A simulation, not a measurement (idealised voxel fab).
Process module name: voxel air gaps
The figure presents cross-section cut, which has a width of 210 nm and is divided into square cells with an edge length of 5 nm.
Cross-section layout: square cells on a grid; listed as bands, top to bottom; a band spans one or more cell rows. The band entry comprises the height of the band's top followed by the height of its bottom, expressed in nm, and subsequently the band's materials from left to right, each stated together with its width in nm. Where a single material is marked with the word "all across", that material fills the band from edge to edge. The word "blank" represents empty space. We count height from 0. Below that, the starting wafer is all one material. The lowest band never ends at the bottom but goes on down; see "0 nm and below" for how that is written. Quick explanation for "30->40": the width changes in equal steps down the rows of cells, from the first number in the band's top row to the second number in its bottom row. Take "no change" at face value: in the step it is given for, the cross-section changed in none of its cells. Catalogued sealed voids: empty space of 8 cells or more with no open way to the top, each as width x height at its distance from the left edge, in nm. That trailing text on a step's line, after the settings, is the simulator's own remark on the step. A step line may carry the setting "overlay nm", which, for steps involving a mask, states the distance by which the mask lay to the right of its intended position; negative values denote displacement to the left.

-- The steps planned for the process are as follows
- 1: op RECEIVE | material Si
- 2: op CONFORMAL_DEP | material SiO2 | thk nm 10
- 3: op CONFORMAL_DEP | material SiN | thk nm 5
- 4: op DIRECTIONAL_DEP | material lowk | thk nm 35
- 5: op DIRECTIONAL_DEP | material aC | thk nm 15
- 6: op PATTERN | tone open | mask id LINES | material resist | width nm 15 | pitch nm 45 | thk nm 30 | overlay nm 0
- 7: op DIRECTIONAL_ETCH | etch materials aC | depth nm 15
- 8: op STRIP | etch materials resist
- 9: op DIRECTIONAL_ETCH | etch materials lowk | depth nm 35
- 10: op STRIP | etch materials aC
- 11: op CONFORMAL_DEP | material TiN | thk nm 5
- 12: op FILL_DEP | material Ru | thk nm 5
- 13: op CMP | height nm 50
- 14: op EPI | material Ru | thk nm 10
- 15: op SELECTIVE_ETCH | etch materials lowk | depth nm 45
- 16: op CONFORMAL_DEP | material SiCN | thk nm 5

-- Cross-section, incoming material, after step 1
0 nm and below | Si all across
Catalogued sealed voids: none

-- Wafer cross-section at end of module: start and plan as shown above, one execution error
65 nm to 60 nm | blank 5 nm, then SiCN 180 nm, then blank 25 nm
60 nm to 50 nm | blank 5 nm, then SiCN 5 nm, then Ru 35 nm, then SiCN 10 nm, then Ru 35 nm, then SiCN 10 nm, then Ru 35 nm, then SiCN 10 nm, then Ru 35 nm, then SiCN 5 nm, then blank 25 nm
50 nm to 45 nm | blank 5 nm, then SiCN 15 nm, then TiN 5 nm, then Ru 5 nm, then TiN 5 nm, then SiCN 30 nm, then TiN 5 nm, then Ru 5 nm, then TiN 5 nm, then SiCN 30 nm, then TiN 5 nm, then Ru 5 nm, then TiN 5 nm, then SiCN 30 nm, then TiN 5 nm, then Ru 5 nm, then TiN 5 nm, then SiCN 15 nm, then blank 25 nm
45 nm to 20 nm | blank 15 nm, then SiCN 5 nm, then TiN 5 nm, then Ru 5 nm, then TiN 5 nm, then SiCN 5 nm, then blank 20 nm, then SiCN 5 nm, then TiN 5 nm, then Ru 5 nm, then TiN 5 nm, then SiCN 5 nm, then blank 20 nm, then SiCN 5 nm, then TiN 5 nm, then Ru 5 nm, then TiN 5 nm, then SiCN 5 nm, then blank 20 nm, then SiCN 5 nm, then TiN 5 nm, then Ru 5 nm, then TiN 5 nm, then SiCN 5 nm, then blank 35 nm
20 nm to 15 nm | SiCN 20 nm, then TiN 15 nm, then SiCN 30 nm, then TiN 15 nm, then SiCN 30 nm, then TiN 15 nm, then SiCN 30 nm, then TiN 15 nm, then SiCN 40 nm
15 nm to 10 nm | SiN all across
10 nm to 0 nm | SiO2 all across
0 nm and below | Si all across
Catalogued sealed voids: 20 x 25 at 40; 20 x 25 at 85; 20 x 25 at 130
Diagnosis: in deviation from the planned setting, step 6 was conducted as op PATTERN | tone open | mask id LINES | material resist | width nm 15 | pitch nm 45 | thk nm 30 | overlay nm -10
